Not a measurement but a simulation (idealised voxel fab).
Process module in this document: voxel gate over fins
In the cross-section labelled cut, the width is 205 nm and each square cell is 5 nm.
Cross-section, as written here: a square-cell grid given band by band from the top down, where a band holds one or more rows of cells.
Heads up on the band format: heights come first, top then bottom, in nm. After that it's the materials left to right, each with its width in nm. A single material flagged "edge to edge" fills the whole band edge to edge, and "air" means there's empty space there.
Ref level 0: as-received wafer is one material below here. Bottom band extends down with no lower bound ("from 0 down").
Width: "30 to 40" (first number = top row, second number = bottom row, same change from row to row of cells).
It should be understood that the words "no modification", when stated for a given step, signify that the cross-section underwent no change in any of its cells during that step.
"Fully closed voids" means: voids of 8 cells or more that are shut off from the top with no open way through. Written width x height at distance, distance from the left edge, in nm.
Note: text after step settings on the step line = simulator remark on that step.
On any step carrying a mask, the "overlay nm" setting, if present on the step's line, tells how far right of its planned place the mask lay; negative values point to the left.

-- The planned process steps are enumerated hereunder
1 RECEIVE with material Si
2 CONFORMAL_DEP with material SiN, thk nm 10
3 MASKED_ETCH with tone cover, mask id FINS, width nm 15, pitch nm 40, etch materials SiN, depth nm 10, overlay nm 0
4 MASKED_ETCH with tone cover, mask id FINS, width nm 15, pitch nm 40, etch materials Si, depth nm 40, overlay nm 0
5 FILL_DEP with material SiO2, thk nm 5
6 CMP with height nm 10
7 SELECTIVE_ETCH with etch materials SiO2, depth nm 20
8 STRIP with etch materials SiN
9 CONFORMAL_DEP with material HfO2, thk nm 5
10 CONFORMAL_DEP with material TiN, thk nm 5
11 CONFORMAL_DEP with material TiAl, thk nm 5
12 CONFORMAL_DEP with material TiN, thk nm 5
13 FILL_DEP with material W, thk nm 15
14 CMP with height nm 30
15 CONFORMAL_DEP with material SiN, thk nm 10

-- first wafer, as planned

-- As-received wafer cross-section (after step 1)
- from 0 down = Si edge to edge
- Fully closed voids: none

-- You're looking at a cross-section of the wafer after step 2
- from 10 to 0 = SiN edge to edge
- Beneath the level 0, the cross-section is identical to its previous state.

-- You're looking at a cross-section of the wafer after step 3
- from 10 to 0 = air (75)  SiN (15)  air (25)  SiN (15)  air (75)
- Beneath the level 0, the cross-section is identical to its previous state.

-- You're looking at a cross-section of the wafer after step 4
- from 10 to 0 = air (75)  SiN (15)  air (25)  SiN (15)  air (75)
- from 0 to -40 = air (75)  Si (15)  air (25)  Si (15)  air (75)
- Beneath the level -40, the cross-section is identical to its previous state.

-- You're looking at a cross-section of the wafer after step 5
- from 15 to 10 = SiO2 edge to edge
- from 10 to 0 = SiO2 (75)  SiN (15)  SiO2 (25)  SiN (15)  SiO2 (75)
- from 0 to -40 = SiO2 (75)  Si (15)  SiO2 (25)  Si (15)  SiO2 (75)
- Beneath the level -40, the cross-section is identical to its previous state.

-- You're looking at a cross-section of the wafer after step 6
- from 10 to 0 = SiO2 (75)  SiN (15)  SiO2 (25)  SiN (15)  SiO2 (75)
- Beneath the level 0, the cross-section is identical to its previous state.

-- You're looking at a cross-section of the wafer after step 7
- from 10 to 0 = air (75)  SiN (15)  air (25)  SiN (15)  air (75)
- from 0 to -10 = air (75)  Si (15)  air (25)  Si (15)  air (75)
- Beneath the level -10, the cross-section is identical to its previous state.

-- You're looking at a cross-section of the wafer after step 8
- from 0 to -10 = air (75)  Si (15)  air (25)  Si (15)  air (75)
- Beneath the level -10, the cross-section is identical to its previous state.

-- You're looking at a cross-section of the wafer after step 9
- from 5 to 0 = air (70)  HfO2 (25)  air (15)  HfO2 (25)  air (70)
- from 0 to -5 = air (70)  HfO2 (5)  Si (15)  HfO2 (5)  air (15)  HfO2 (5)  Si (15)  HfO2 (5)  air (70)
- from -5 to -10 = HfO2 (75)  Si (15)  HfO2 (25)  Si (15)  HfO2 (75)
- Beneath the level -10, the cross-section is identical to its previous state.

-- You're looking at a cross-section of the wafer after step 10
- from 10 to 5 = air (65)  TiN (35)  air (5)  TiN (35)  air (65)
- from 5 to 0 = air (65)  TiN (5)  HfO2 (25)  TiN (5)  air (5)  TiN (5)  HfO2 (25)  TiN (5)  air (65)
- from 0 to -5 = TiN (70)  HfO2 (5)  Si (15)  HfO2 (5)  TiN (15)  HfO2 (5)  Si (15)  HfO2 (5)  TiN (70)
- Beneath the level -5, the cross-section is identical to its previous state.

-- You're looking at a cross-section of the wafer after step 11
- from 15 to 10 = air (60)  TiAl (85)  air (60)
- from 10 to 5 = air (60)  TiAl (5)  TiN (35)  TiAl (5)  TiN (35)  TiAl (5)  air (60)
- from 5 to 0 = TiAl (65)  TiN (5)  HfO2 (25)  TiN (5)  TiAl (5)  TiN (5)  HfO2 (25)  TiN (5)  TiAl (65)
- Beneath the level 0, the cross-section is identical to its previous state.

-- You're looking at a cross-section of the wafer after step 12
- from 20 to 15 = air (55)  TiN (95)  air (55)
- from 15 to 10 = air (55)  TiN (5)  TiAl (85)  TiN (5)  air (55)
- from 10 to 5 = TiN (60)  TiAl (5)  TiN (35)  TiAl (5)  TiN (35)  TiAl (5)  TiN (60)
- Beneath the level 5, the cross-section is identical to its previous state.

-- You're looking at a cross-section of the wafer after step 13
- from 35 to 20 = W edge to edge
- from 20 to 15 = W (55)  TiN (95)  W (55)
- from 15 to 10 = W (55)  TiN (5)  TiAl (85)  TiN (5)  W (55)
- Beneath the level 10, the cross-section is identical to its previous state.

-- You're looking at a cross-section of the wafer after step 14
- from 30 to 20 = W edge to edge
- Beneath the level 20, the cross-section is identical to its previous state.

-- You're looking at a cross-section of the wafer after step 15
- from 40 to 30 = SiN edge to edge
- Beneath the level 30, the cross-section is identical to its previous state.

-- Second wafer - shared start and plan with the first - one error in running - same as the first up to step 8 inclusive

-- Cross-section, second wafer, at the end time the plan gives for step 9
- from 5 to 0 = air (70)  TiN (25)  air (15)  TiN (25)  air (70)
- from 0 to -5 = air (70)  TiN (5)  Si (15)  TiN (5)  air (15)  TiN (5)  Si (15)  TiN (5)  air (70)
- from -5 to -10 = TiN (75)  Si (15)  TiN (25)  Si (15)  TiN (75)
- Beneath the level -10, the cross-section is identical to its previous state.

-- Cross-section, second wafer, at the end time the plan gives for step 10
- from 10 to 5 = air (65)  HfO2 (35)  air (5)  HfO2 (35)  air (65)
- from 5 to 0 = air (65)  HfO2 (5)  TiN (25)  HfO2 (5)  air (5)  HfO2 (5)  TiN (25)  HfO2 (5)  air (65)
- from 0 to -5 = HfO2 (70)  TiN (5)  Si (15)  TiN (5)  HfO2 (15)  TiN (5)  Si (15)  TiN (5)  HfO2 (70)
- Beneath the level -5, the cross-section is identical to its previous state.

-- Cross-section, second wafer, at the end time the plan gives for step 11
- from 15 to 10 = air (60)  TiAl (85)  air (60)
- from 10 to 5 = air (60)  TiAl (5)  HfO2 (35)  TiAl (5)  HfO2 (35)  TiAl (5)  air (60)
- from 5 to 0 = TiAl (65)  HfO2 (5)  TiN (25)  HfO2 (5)  TiAl (5)  HfO2 (5)  TiN (25)  HfO2 (5)  TiAl (65)
- Beneath the level 0, the cross-section is identical to its previous state.

-- Cross-section, second wafer, at the end time the plan gives for step 12
- from 20 to 15 = air (55)  TiN (95)  air (55)
- from 15 to 10 = air (55)  TiN (5)  TiAl (85)  TiN (5)  air (55)
- from 10 to 5 = TiN (60)  TiAl (5)  HfO2 (35)  TiAl (5)  HfO2 (35)  TiAl (5)  TiN (60)
- Beneath the level 5, the cross-section is identical to its previous state.

-- Cross-section, second wafer, at the end time the plan gives for step 13
- from 35 to 20 = W edge to edge
- from 20 to 15 = W (55)  TiN (95)  W (55)
- from 15 to 10 = W (55)  TiN (5)  TiAl (85)  TiN (5)  W (55)
- Beneath the level 10, the cross-section is identical to its previous state.

-- Cross-section, second wafer, at the end time the plan gives for step 14
- from 30 to 20 = W edge to edge
- Beneath the level 20, the cross-section is identical to its previous state.

-- Cross-section, second wafer, at the end time the plan gives for step 15
- from 40 to 30 = SiN edge to edge
- Beneath the level 30, the cross-section is identical to its previous state.
So what did we get wrong on this run? the intended sequence of steps 9 and 10 was reversed during processing, with each occupying the position of the other
By the end, you'd get the same cell count for each material on either wafer, but the second wafer puts them somewhere else.
